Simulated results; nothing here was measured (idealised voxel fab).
This is a process module. Its name is voxel self aligned contacts.
The figure presents cross-section cut, which has a width of 230 nm and is divided into square cells with an edge length of 5 nm.
Reading order for cross-sections: top band down to bottom band. Underlying form: a grid of square cells. Band size: one or more rows of cells. The band entry comprises the height of the band's top followed by the height of its bottom, expressed in nm, and subsequently the band's materials from left to right, each stated together with its width in nm. Where a single material is marked with the word "throughout", that material fills the band from edge to edge. The word "blank" represents empty space. Measure heights from 0. That's the level where, below it, the as-received wafer is all one material. The lowest band is bottomless and extends downward; write it as in "0 and below". Width "30->40": first value at the band's top row of cells, second value at its bottom row, equal change from row to row. Key: "no alteration" - step with no changed cell in the cross-section. Fully sealed cavities: empty space of 8 cells or more with no open way to the top, each as width x height at its distance from the left edge, in nm. Formally, on a step line, whatever follows the settings is a remark that the simulator itself makes on the step. When a step includes a mask, the "overlay nm" setting on its line states how far to the right of its planned place that mask lay, and negative values state how far to the left.

Process steps foreseen in the plan:
1. RECEIVE with material Si
2. CONFORMAL_DEP with material SiO2, thk nm 5
3. DIRECTIONAL_DEP with material polySi, thk nm 25
4. DIRECTIONAL_DEP with material SiN, thk nm 15
5. DIRECTIONAL_DEP with material aC, thk nm 10
6. PATTERN with tone cover, mask id GATE, material resist, width nm 35, pitch nm 60, thk nm 25, overlay nm 0
7. DIRECTIONAL_ETCH with etch materials aC, depth nm 10
8. STRIP with etch materials resist
9. DIRECTIONAL_ETCH with etch materials SiN, depth nm 15
10. DIRECTIONAL_ETCH with etch materials polySi, depth nm 25
11. STRIP with etch materials aC
12. CONFORMAL_DEP with material SiN, thk nm 5
13. DIRECTIONAL_ETCH with etch materials SiN, depth nm 5
14. FILL_DEP with material SiO2, thk nm 20
15. CMP with height nm 55
16. PATTERN with tone open, mask id CONTACT, material resist, width nm 35, pitch nm 60, thk nm 15, overlay nm 0
17. DIRECTIONAL_ETCH with etch materials SiO2, depth nm 55
18. STRIP with etch materials resist
19. CONFORMAL_DEP with material TiN, thk nm 5
20. FILL_DEP with material Ru, thk nm 5
21. CMP with height nm 55
22. CONFORMAL_DEP with material SiN, thk nm 5

As-received state of the wafer in cross-section, equivalent to post-step 1:
> 0 and below: Si throughout
> Fully sealed cavities: none

As-planned run: cross-section of the first of two wafers at end of module:
> 60 down to 55: SiN throughout
> 55 down to 45: 65 SiO2 | 5->15 TiN | 25->5 Ru | 5->15 TiN | 25 SiO2 | 5->15 TiN | 25->5 Ru | 5->15 TiN | 70 SiO2
> 45 down to 30: 30 SiO2 | 45 SiN | 5 TiN | 5 Ru | 5 TiN | 45 SiN | 5 TiN | 5 Ru | 5 TiN | 45 SiN | 35 SiO2
> 30 down to 5: 30 SiO2 | 5 SiN | 35 polySi | 5 SiN | 5 TiN | 5 Ru | 5 TiN | 5 SiN | 35 polySi | 5 SiN | 5 TiN | 5 Ru | 5 TiN | 5 SiN | 35 polySi | 5 SiN | 35 SiO2
> 5 down to 0: 75 SiO2 | 15 TiN | 45 SiO2 | 15 TiN | 80 SiO2
> 0 and below: Si throughout
> Fully sealed cavities: none

The second wafer, shown in cross-section after the module: started the same way as the first and given the same plan, yet one mistake crept into how it was run:
> 60 down to 55: SiN throughout
> 55 down to 45: 65 SiO2 | 5->15 TiN | 25->5 Ru | 5->15 TiN | 25 SiO2 | 5->15 TiN | 25->5 Ru | 5->15 TiN | 70 SiO2
> 45 down to 30: 30 SiO2 | 45 SiN | 5 TiN | 5 Ru | 5 TiN | 45 SiN | 5 TiN | 5 Ru | 5 TiN | 45 SiN | 35 SiO2
> 30 down to 25: 75 SiO2 | 15 TiN | 45 SiO2 | 15 TiN | 80 SiO2
> 25 down to 0: polySi throughout
> 0 and below: Si throughout
> Fully sealed cavities: none
Nonconformance to the process plan: swap of plan steps 2 and 3 during execution
Final comparison by cell count, materials where the second wafer has more or fewer than the first: Ru -10; SiN -30; SiO2 -65; TiN -20; polySi +125
